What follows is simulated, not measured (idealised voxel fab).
The following process module bears the name voxel ribs on slabs.
140 nm wide, 5 nm square cells: that's cross-section cut.
For the purposes of this document, a cross-section shall be understood as a grid of square cells, specified as bands listed in top-to-bottom order, each band consisting of one or more rows of cells.
What a band's entry tells you: where the top is and where the bottom is, as heights in nm, and after that what lies inside, material by material from left to right, each with its width in nm. Empty space is written as the word "air", and a single material marked with the word "full width" occupies the band from edge to edge.
Below 0: as-received wafer, all one material; heights counted from there. Lowest band: no bottom, goes on down, written "0 -> down".
Read "30->40" as a graded width: first number on top, second number at the bottom, same change between each pair of neighbouring rows.
For the purposes of this document, the phrase "remains unaltered" attached to a step denotes that no cell within the cross-section was modified by that step.
In the "Enclosed void listing" entry, you get each enclosed empty space of 8 cells or more, one with no open way to the top, written width x height at distance, distance from the left edge, in nm.
On a step's line, text after the settings is the simulator commenting on that step.
Steps that use a mask can have "overlay nm" on their line. It says how far the mask sat to the right of where it was meant to be. Negative means to the left.
This section lists the process steps that were planned:
1) RECEIVE,material Si
2) DIRECTIONAL_DEP,material SiO2,thk nm 30
3) DIRECTIONAL_DEP,material SiN,thk nm 20
4) MASKED_ETCH,tone cover,mask id RIB,width nm 15,etch materials SiN,depth nm 5,overlay nm 0
5) PATTERN,tone cover,mask id SLAB,material resist,width nm 50,thk nm 15,overlay nm 0
6) DIRECTIONAL_ETCH,etch materials SiN,depth nm 15
7) STRIP,etch materials resist
8) FILL_DEP,material SiO2,thk nm 25
9) CMP,height nm 65
10) DIRECTIONAL_DEP,material W,thk nm 10
11) DIRECTIONAL_DEP,material aC,thk nm 15
12) PATTERN,tone cover,mask id HEATER,material resist,width nm 30,thk nm 35,overlay nm 0
13) DIRECTIONAL_ETCH,etch materials aC,depth nm 15
14) STRIP,etch materials resist
15) DIRECTIONAL_ETCH,etch materials W,depth nm 10
16) STRIP,etch materials aC
17) CONFORMAL_DEP,material SiN,thk nm 5
The wafers in this document start out alike and differ in the width nm applied at step 4; the plan shows the value used for the first wafer.
Cross-section of the first of several wafers as received (after step 1):
* 0 -> down = Si full width
* Enclosed void listing: none
Quick look at the cross-section of the first of several wafers after step 17, which wraps up the module:
* 80 -> 75 = air (50), SiN (40), air (50)
* 75 -> 70 = air (50), SiN (5), W (30), SiN (5), air (50)
* 70 -> 65 = SiN (55), W (30), SiN (55)
* 65 -> 50 = SiO2 full width
* 50 -> 45 = SiO2 (65), SiN (15), SiO2 (60)
* 45 -> 30 = SiO2 (45), SiN (50), SiO2 (45)
* 30 -> 0 = SiO2 full width
* 0 -> down = Si full width
* Enclosed void listing: none
A cross-section through the last wafer at the close of the module:
* 80 -> 75 = air (50), SiN (40), air (50)
* 75 -> 70 = air (50), SiN (5), W (30), SiN (5), air (50)
* 70 -> 65 = SiN (55), W (30), SiN (55)
* 65 -> 50 = SiO2 full width
* 50 -> 45 = SiO2 (55), SiN (35), SiO2 (50)
* 45 -> 30 = SiO2 (45), SiN (50), SiO2 (45)
* 30 -> 0 = SiO2 full width
* 0 -> down = Si full width
* Enclosed void listing: none
Basically each wafer gets a line in the table, showing it at the end of the module: material by material, the cells it gained (+) or lost (-) since we got it, then its closed voids:
width nm 15, +65 SiN, +331 SiO2, +12 W, Enclosed void listing: none
width nm 20, +66 SiN, +330 SiO2, +12 W, Enclosed void listing: none
width nm 25, +67 SiN, +329 SiO2, +12 W, Enclosed void listing: none
width nm 30, +68 SiN, +328 SiO2, +12 W, Enclosed void listing: none
width nm 35, +69 SiN, +327 SiO2, +12 W, Enclosed void listing: none
